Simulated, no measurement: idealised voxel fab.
process module | voxel released beams
cross-section cut | 225 nm wide | cells 5 nm
A cross-section is a grid of square cells, given in bands from the top down. A band is one or more rows of cells.
Each band's line starts with the height of the band's top and of its bottom, in nm. Then come its materials from left to right, each with its width in nm. One material with "throughout" fills the band from edge to edge. "air" is empty space.
Height 0 is the level under which the wafer as received is all one material. The lowest band goes on downwards, as in "0 down".
A width such as "30 to 40" changes by the same amount from each row of cells to the next, from the band's top row to its bottom row.
"no change" after a step means that no cell of the cross-section changed.
closed voids: empty space of 8 cells or more with no open way to the top, each as width x height at its distance from the left edge, in nm
after a step's settings: what the simulator itself notes on the step
overlay nm, on a step with a mask: how far to the right of its planned place the mask lay; to the left if negative
plan
1 op RECEIVE | material Si
2 op CONFORMAL_DEP | material Al2O3 | thk nm 10
3 op DIRECTIONAL_DEP | material SiO2 | thk nm 20
4 op DIRECTIONAL_DEP | material aC | thk nm 15
5 op PATTERN | tone open | mask id ANCHOR | material resist | width nm 45 | thk nm 35 | overlay nm 0
6 op DIRECTIONAL_ETCH | etch materials aC | depth nm 15
7 op STRIP | etch materials resist
8 op DIRECTIONAL_ETCH | etch materials SiO2 | depth nm 20
9 op STRIP | etch materials aC
10 op CONFORMAL_DEP | material polySi | thk nm 15
11 op PATTERN | tone cover | mask id BEAM | material resist | width nm 120 | thk nm 20 | overlay nm 0
12 op DIRECTIONAL_ETCH | etch materials polySi | depth nm 15
13 op STRIP | etch materials resist
14 op STRIP | etch materials SiO2
as received, after step 1
  0 down: Si throughout
  closed voids: none
a wafer at the end: this start, this plan, one mistake
  45 to 30: air 50 | polySi 25 | air 15 | polySi 80 | air 55
  30 to 25: air 60 | polySi 15 | air 15 | polySi 15 | air 120
  25 to 10: air 60 | polySi 45 | air 120
  10 to 0: Al2O3 throughout
  0 down: Si throughout
  closed voids: none
what went wrong: step 5 ran as: op PATTERN | tone open | mask id ANCHOR | material resist | width nm 45 | thk nm 35 | overlay nm 5
